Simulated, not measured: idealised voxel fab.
The following process module bears the name voxel trench capacitor.
Pictured: cross-section cut, 245 nm wide, on a grid of 5 nm square cells.
A cross-section in this document is a grid of square cells, and it is written down as bands, the top band listed before the ones below it; a band is made up of one or more rows of cells.
Heads up on the band format: heights come first, top then bottom, in nm. After that it's the materials left to right, each with its width in nm. A single material flagged "edge to edge" fills the whole band edge to edge, and "empty" means there's empty space there.
Measure heights from 0. That's the level where, below it, the as-received wafer is all one material. The lowest band is bottomless and extends downward; write it as in "0 down".
Read "30 to 40" as a graded width: first number on top, second number at the bottom, same change between each pair of neighbouring rows.
"remains unaltered" -> step changed no cross-section cell.
In "Trapped voids" the enclosed voids are listed, meaning empty spaces of 8 cells or larger without any opening to the top. The form is width x height at distance, distance from the left edge, units nm.
What comes after the settings on a step's line is commentary from the simulator itself on that step.
"overlay nm" on a masked step: distance the mask lay right of its planned place, negative for left.
### The steps planned for the process are as follows
| 1 | RECEIVE (material Si) |
| 2 | CONFORMAL_DEP (material SiN; thk nm 5) |
| 3 | PATTERN (tone open; mask id TRENCH; material resist; width nm 25; pitch nm 40; thk nm 20; overlay nm 0) |
| 4 | DIRECTIONAL_ETCH (etch materials SiN; depth nm 5) |
| 5 | DIRECTIONAL_ETCH (etch materials Si; depth nm 30) |
| 6 | STRIP (etch materials resist) |
| 7 | CONFORMAL_DEP (material Al2O3; thk nm 5) |
| 8 | CONFORMAL_DEP (material TiN; thk nm 5) |
| 9 | FILL_DEP (material W; thk nm 10) |
| 10 | CMP (height nm 5) |
Quick note for whoever runs this: the wafers start identical, but the depth nm at step 5 isn't the same across them. The plan just shows what the first wafer had.
### Cross-section of the first of several received wafers, showing its state after step 1
- 0 down  Si edge to edge
- Trapped voids: none
### For your reference, the table is organized with a row per wafer; each row reflects the wafer at the end of the module, indicating for each material the cells gained (+) or lost (-) since receipt, and thereafter its closed voids
depth nm 30; +51 Al2O3; -90 Si; +34 SiN; +39 TiN; +15 W; Trapped voids: none
depth nm 35; +57 Al2O3; -105 Si; +34 SiN; +45 TiN; +18 W; Trapped voids: none
depth nm 40; +63 Al2O3; -120 Si; +34 SiN; +51 TiN; +21 W; Trapped voids: none
depth nm 45; +69 Al2O3; -135 Si; +34 SiN; +57 TiN; +24 W; Trapped voids: none
depth nm 50; +75 Al2O3; -150 Si; +34 SiN; +63 TiN; +27 W; Trapped voids: none
depth nm 55; +81 Al2O3; -165 Si; +34 SiN; +69 TiN; +30 W; Trapped voids: none
